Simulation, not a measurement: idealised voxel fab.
You're looking at the process module voxel ribs on slabs.
Pictured: cross-section cut, 240 nm wide, on a grid of 5 nm square cells.
Format of a cross-section: grid, square cells. Given as bands. Order: top down. Band: one or more rows of cells. The band entry comprises the height of the band's top followed by the height of its bottom, expressed in nm, and subsequently the band's materials from left to right, each stated together with its width in nm. Where a single material is marked with the word "throughout", that material fills the band from edge to edge. The word "blank" represents empty space. Heights are measured from 0, the level below which the as-received wafer is all one material; the lowest band has no bottom and continues downward, written as in "0 down". Width: "30->40" (first number = top row, second number = bottom row, same change from row to row of cells). The designation "same as before", where it is given for a processing step, indicates that no cell of the cross-section was altered in the course of that step. Each empty space that has no open way to the top and spans at least 8 cells appears under "Sealed voids" as width x height at distance, the distance counted from the left edge, all in nm. On each step's line, the part that comes after the settings is the simulator's own comment on the step. "overlay nm" on a masked step: distance the mask lay right of its planned place, negative for left.

THIS SECTION LISTS THE PROCESS STEPS THAT WERE PLANNED
| 1 | RECEIVE with material Si |
| 2 | DIRECTIONAL_DEP with material SiO2, thk nm 30 |
| 3 | DIRECTIONAL_DEP with material SiN, thk nm 20 |
| 4 | MASKED_ETCH with tone cover, mask id RIB, width nm 25, etch materials SiN, depth nm 5, overlay nm 0 |
| 5 | PATTERN with tone cover, mask id SLAB, material resist, width nm 65, thk nm 20, overlay nm 0 |
| 6 | DIRECTIONAL_ETCH with etch materials SiN, depth nm 15 |
| 7 | STRIP with etch materials resist |
| 8 | FILL_DEP with material SiO2, thk nm 15 |
| 9 | CMP with height nm 60 |
| 10 | DIRECTIONAL_DEP with material TiN, thk nm 5 |
| 11 | DIRECTIONAL_DEP with material aC, thk nm 10 |
| 12 | PATTERN with tone cover, mask id HEATER, material resist, width nm 35, thk nm 25, overlay nm 0 |
| 13 | DIRECTIONAL_ETCH with etch materials aC, depth nm 5 |
| 14 | STRIP with etch materials resist |
| 15 | DIRECTIONAL_ETCH with etch materials TiN, depth nm 5 |
| 16 | STRIP with etch materials aC |
| 17 | CONFORMAL_DEP with material SiO2, thk nm 10 |
The wafers in this document start out alike and differ in the depth nm applied at step 13; the plan shows the value used for the first wafer.

RECEIVED WAFERS, FIRST OF SEVERAL: CROSS-SECTION AFTER STEP 1
	0 down: Si throughout
	Sealed voids: none

HERE IS THE CROSS-SECTION OF THE FIRST OF SEVERAL WAFERS AT THE END OF THE MODULE, AFTER ITS LAST STEP, STEP 17
	75 to 65: SiO2 throughout
	65 to 60: TiN throughout
	60 to 50: SiO2 throughout
	50 to 45: SiO2 105 / SiN 25 / SiO2 110
	45 to 30: SiO2 85 / SiN 65 / SiO2 90
	30 to 0: SiO2 throughout
	0 down: Si throughout
	Sealed voids: none

SHOWING THE LAST WAFER IN CROSS-SECTION AT THE END OF THE MODULE
	75 to 70: blank 90 / SiO2 55 / blank 95
	70 to 65: SiO2 throughout
	65 to 60: SiO2 100 / TiN 35 / SiO2 105
	60 to 50: SiO2 throughout
	50 to 45: SiO2 105 / SiN 25 / SiO2 110
	45 to 30: SiO2 85 / SiN 65 / SiO2 90
	30 to 0: SiO2 throughout
	0 down: Si throughout
	Sealed voids: none

END OF MODULE, BY WAFER: MATERIAL-BY-MATERIAL CELL GAIN (+) OR LOSS (-) SINCE RECEIPT, THEN CLOSED VOIDS
depth nm 5, +44 SiN, +628 SiO2, +48 TiN, Sealed voids: none
depth nm 10, +44 SiN, +632 SiO2, +7 TiN, Sealed voids: none
depth nm 15, +44 SiN, +632 SiO2, +7 TiN, Sealed voids: none
depth nm 20, +44 SiN, +632 SiO2, +7 TiN, Sealed voids: none
depth nm 25, +44 SiN, +632 SiO2, +7 TiN, Sealed voids: none
